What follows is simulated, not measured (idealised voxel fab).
A process module follows: voxel spacer lines.
Square cell edge 5 nm, section width 180 nm, ID cut.
Think of the cross-section as a grid of square cells. We describe it in bands, top to bottom, and each band covers one or more rows of those cells. Read a band's entry like this: the first values are the height of its top and the height of its bottom in nm, and what follows is the sequence of materials from left to right, each with its width in nm. Note that "blank" is empty space, and that a single material marked "everywhere" reaches across the band from edge to edge. All heights in this document are referenced to 0, defined as the level beneath which the wafer, as received, consists entirely of one material. The lowest band is not bounded below; it extends indefinitely downward and is written in the form "0 down". Width spec "30->40" -> top row of cells at first value, bottom row at second value, equal per-row change in between. "identical to before", as given for a step, is the statement that not any cell of the cross-section underwent a change during that step. Any empty space of 8 cells or more lacking an open way to the top shows up in "Sealed cavities" as width x height at distance, distance from the left edge, in nm. after a step's settings: what the simulator itself notes on the step. When a step includes a mask, the "overlay nm" setting on its line states how far to the right of its planned place that mask lay, and negative values state how far to the left.

PLANNED PROCESS STEPS
step 1: RECEIVE with material Si
step 2: CONFORMAL_DEP with material Al2O3, thk nm 5
step 3: DIRECTIONAL_DEP with material TiN, thk nm 15
step 4: DIRECTIONAL_DEP with material polySi, thk nm 25
step 5: PATTERN with tone cover, mask id MANDREL, material resist, width nm 25, pitch nm 80, thk nm 30, overlay nm -15
step 6: DIRECTIONAL_ETCH with etch materials polySi, depth nm 25
step 7: STRIP with etch materials resist
step 8: CONFORMAL_DEP with material SiO2, thk nm 15
step 9: DIRECTIONAL_ETCH with etch materials SiO2, depth nm 15
step 10: STRIP with etch materials polySi
step 11: DIRECTIONAL_ETCH with etch materials TiN, depth nm 15
step 12: STRIP with etch materials SiO2
Quick note for whoever runs this: the wafers start identical, but the overlay nm at step 5 isn't the same across them. The plan just shows what the first wafer had.

THE FIRST OF SEVERAL WAFERS IN CROSS-SECTION, EXACTLY AS IT REACHED US AFTER STEP 1
	0 down  Si everywhere
	Sealed cavities: none

FOR YOUR REFERENCE, THE TABLE IS ORGANIZED WITH A ROW PER WAFER; EACH ROW REFLECTS THE WAFER AT THE END OF THE MODULE, INDICATING FOR EACH MATERIAL THE CELLS GAINED (+) OR LOST (-) SINCE RECEIPT, AND THEREAFTER ITS CLOSED VOIDS
overlay nm -15, +36 Al2O3, +36 TiN, Sealed cavities: none
overlay nm -10, +36 Al2O3, +36 TiN, Sealed cavities: none
overlay nm -5, +36 Al2O3, +36 TiN, Sealed cavities: none
overlay nm 0, +36 Al2O3, +36 TiN, Sealed cavities: none
overlay nm 5, +36 Al2O3, +36 TiN, Sealed cavities: none
overlay nm 10, +36 Al2O3, +36 TiN, Sealed cavities: none
overlay nm 15, +36 Al2O3, +36 TiN, Sealed cavities: none
